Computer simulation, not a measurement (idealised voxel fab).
The document below concerns the process module designated voxel wiring stack.
For reference, the cross-section in this document is cut, with width 195 nm and square cells of 5 nm.
Cross-sections here: square-cell grids, written as top-down lists of bands, a band being one or more rows of cells.
Within each band entry, the heights of the top and of the bottom of the band appear first, in that order and in nm; the materials of the band then follow from left to right, each with its corresponding width in nm. The designation "full width" on a single material indicates that it fills the band from edge to edge; the designation "blank" indicates empty space.
For the purposes of this specification, 0 denotes the height below which the wafer in its as-received condition is composed wholly of one material, and the lowermost band, lacking a lower limit, extends downward without end, as expressed in "z 0 and below".
With a width like "30 to 40", each row of cells in the band differs from the next by the same amount, the top row carrying the first number and the bottom row the second.
Key: "everything unchanged" - step with no changed cell in the cross-section.
Under "Closed void roster" you'll find the enclosed gaps, the ones with no way out to the top, that are 8 cells or bigger; each reads width x height at distance, with distance counted from the left edge, everything in nm.
Past the settings on a step's line: simulator remark, on that step.
The optional step-line setting "overlay nm" applies to steps with a mask and quantifies how far to the right of its planned location the mask lay, a negative value indicating leftward placement.

## Intended process steps
| 1 | RECEIVE: material Si |
| 2 | CONFORMAL_DEP: material SiO2, thk nm 15 |
| 3 | CONFORMAL_DEP: material SiN, thk nm 5 |
| 4 | DIRECTIONAL_DEP: material lowk, thk nm 15 |
| 5 | PATTERN: tone open, mask id METAL_1, material resist, width nm 30, pitch nm 45, thk nm 15, overlay nm 0 |
| 6 | DIRECTIONAL_ETCH: etch materials lowk, depth nm 15 |
| 7 | DIRECTIONAL_ETCH: etch materials SiN, depth nm 5 |
| 8 | STRIP: etch materials resist |
| 9 | CONFORMAL_DEP: material TiN, thk nm 5 |
| 10 | FILL_DEP: material Cu, thk nm 10 |
| 11 | CMP: height nm 35 |
| 12 | EPI: material Ru, thk nm 5 |
| 13 | FILL_DEP: material SiCN, thk nm 5 |
| 14 | DIRECTIONAL_DEP: material lowk, thk nm 15 |
| 15 | PATTERN: tone open, mask id PLUG_1, material resist, width nm 15, pitch nm 45, thk nm 15, overlay nm 0 |
| 16 | DIRECTIONAL_ETCH: etch materials lowk, depth nm 15 |
| 17 | DIRECTIONAL_ETCH: etch materials SiCN, depth nm 5 |
| 18 | STRIP: etch materials resist |
| 19 | EPI: material Ru, thk nm 10 |
| 20 | EPI: material Ru, thk nm 10 |
| 21 | DIRECTIONAL_DEP: material TiN, thk nm 5 |
| 22 | DIRECTIONAL_DEP: material Ru, thk nm 20 |
| 23 | MASKED_ETCH: tone cover, mask id METAL_2, width nm 30, pitch nm 45, etch materials Ru, depth nm 20, overlay nm 0 |
| 24 | MASKED_ETCH: tone cover, mask id METAL_2, width nm 30, pitch nm 45, etch materials TiN, depth nm 5, overlay nm 0 |
| 25 | FILL_DEP: material SiO2, thk nm 5 |
| 26 | CMP: height nm 85 |
| 27 | CONFORMAL_DEP: material SiCN, thk nm 5 |
| 28 | DIRECTIONAL_DEP: material SiO2, thk nm 30 |
| 29 | PATTERN: tone open, mask id METAL_3, material resist, width nm 30, pitch nm 45, thk nm 15, overlay nm 0 |
| 30 | DIRECTIONAL_ETCH: etch materials SiO2, depth nm 20 |
| 31 | STRIP: etch materials resist |
| 32 | PATTERN: tone open, mask id METAL_3_HOLES, material resist, width nm 15, pitch nm 90, thk nm 15, overlay nm 0 |
| 33 | DIRECTIONAL_ETCH: etch materials SiO2, depth nm 10 |
| 34 | DIRECTIONAL_ETCH: etch materials SiCN, depth nm 5 |
| 35 | STRIP: etch materials resist |
| 36 | CONFORMAL_DEP: material TiN, thk nm 5 |
| 37 | FILL_DEP: material Cu, thk nm 10 |
| 38 | CMP: height nm 120 |
| 39 | CONFORMAL_DEP: material SiCN, thk nm 5 |

## As received (post step 1): cross-section
z 0 and below: Si full width
Closed void roster: none

## The first of two wafers, cross-sectioned at the end of the module, with the run proceeding as planned
z 125 to 120: SiCN full width
z 120 to 105: 15 SiO2, then 5 TiN, then 20 Cu, then 5 TiN, then 15 SiO2, then 5 TiN, then 20 Cu, then 5 TiN, then 15 SiO2, then 5 TiN, then 20 Cu, then 5 TiN, then 15 SiO2, then 5 TiN, then 20 Cu, then 5 TiN, then 15 SiO2
z 105 to 100: 15 SiO2, then 5 TiN, then 5 Cu, then 20 TiN, then 15 SiO2, then 30 TiN, then 15 SiO2, then 5 TiN, then 5 Cu, then 20 TiN, then 15 SiO2, then 30 TiN, then 15 SiO2
z 100 to 90: 15 SiO2, then 5 TiN, then 5 Cu, then 5 TiN, then 75 SiO2, then 5 TiN, then 5 Cu, then 5 TiN, then 75 SiO2
z 90 to 85: 15 SiCN, then 15 TiN, then 75 SiCN, then 15 TiN, then 75 SiCN
z 85 to 65: 15 SiO2, then 30 Ru, then 15 SiO2, then 30 Ru, then 15 SiO2, then 30 Ru, then 15 SiO2, then 30 Ru, then 15 SiO2
z 65 to 60: 15 SiO2, then 30 TiN, then 15 SiO2, then 30 TiN, then 15 SiO2, then 30 TiN, then 15 SiO2, then 30 TiN, then 15 SiO2
z 60 to 45: 15 lowk, then 15 Ru, then 30 lowk, then 15 Ru, then 30 lowk, then 15 Ru, then 30 lowk, then 15 Ru, then 30 lowk
z 45 to 35: 15 to 10 SiCN, then 15 to 40 Ru, then 30 to 5 SiCN, then 15 to 40 Ru, then 30 to 5 SiCN, then 15 to 40 Ru, then 30 to 5 SiCN, then 15 to 40 Ru, then 30 to 10 SiCN
z 35 to 20: 15 lowk, then 5 TiN, then 20 Cu, then 5 TiN, then 15 lowk, then 5 TiN, then 20 Cu, then 5 TiN, then 15 lowk, then 5 TiN, then 20 Cu, then 5 TiN, then 15 lowk, then 5 TiN, then 20 Cu, then 5 TiN, then 15 lowk
z 20 to 15: 15 SiN, then 30 TiN, then 15 SiN, then 30 TiN, then 15 SiN, then 30 TiN, then 15 SiN, then 30 TiN, then 15 SiN
z 15 to 0: SiO2 full width
z 0 and below: Si full width
Closed void roster: none

## Cross-section, second wafer: same start as the first, same plan as the first, one mistake in running it; taken at the end of the module
z 125 to 120: SiCN full width
z 120 to 105: 15 SiO2, then 5 TiN, then 20 Cu, then 5 TiN, then 15 SiO2, then 5 TiN, then 20 Cu, then 5 TiN, then 15 SiO2, then 5 TiN, then 20 Cu, then 5 TiN, then 15 SiO2, then 5 TiN, then 20 Cu, then 5 TiN, then 15 SiO2
z 105 to 100: 15 SiO2, then 5 TiN, then 10 Cu, then 15 TiN, then 15 SiO2, then 30 TiN, then 15 SiO2, then 5 TiN, then 10 Cu, then 15 TiN, then 15 SiO2, then 30 TiN, then 15 SiO2
z 100 to 90: 15 SiO2, then 5 TiN, then 10 Cu, then 5 TiN, then 70 SiO2, then 5 TiN, then 10 Cu, then 5 TiN, then 70 SiO2
z 90 to 85: 15 SiCN, then 20 TiN, then 70 SiCN, then 20 TiN, then 70 SiCN
z 85 to 65: 15 SiO2, then 30 Ru, then 15 SiO2, then 30 Ru, then 15 SiO2, then 30 Ru, then 15 SiO2, then 30 Ru, then 15 SiO2
z 65 to 60: 15 SiO2, then 30 TiN, then 15 SiO2, then 30 TiN, then 15 SiO2, then 30 TiN, then 15 SiO2, then 30 TiN, then 15 SiO2
z 60 to 45: 15 lowk, then 15 Ru, then 30 lowk, then 15 Ru, then 30 lowk, then 15 Ru, then 30 lowk, then 15 Ru, then 30 lowk
z 45 to 35: 15 to 10 SiCN, then 15 to 40 Ru, then 30 to 5 SiCN, then 15 to 40 Ru, then 30 to 5 SiCN, then 15 to 40 Ru, then 30 to 5 SiCN, then 15 to 40 Ru, then 30 to 10 SiCN
z 35 to 20: 15 lowk, then 5 TiN, then 20 Cu, then 5 TiN, then 15 lowk, then 5 TiN, then 20 Cu, then 5 TiN, then 15 lowk, then 5 TiN, then 20 Cu, then 5 TiN, then 15 lowk, then 5 TiN, then 20 Cu, then 5 TiN, then 15 lowk
z 20 to 15: 15 SiN, then 30 TiN, then 15 SiN, then 30 TiN, then 15 SiN, then 30 TiN, then 15 SiN, then 30 TiN, then 15 SiN
z 15 to 0: SiO2 full width
z 0 and below: Si full width
Closed void roster: none
Want to know what went wrong? step 32 off recipe, ran as PATTERN: tone open, mask id METAL_3_HOLES, material resist, width nm 20, pitch nm 90, thk nm 15, overlay nm 0
Final tally in cells, some materials are higher or lower on the second wafer than on the first: Cu +6 | SiCN -2 | SiO2 -4
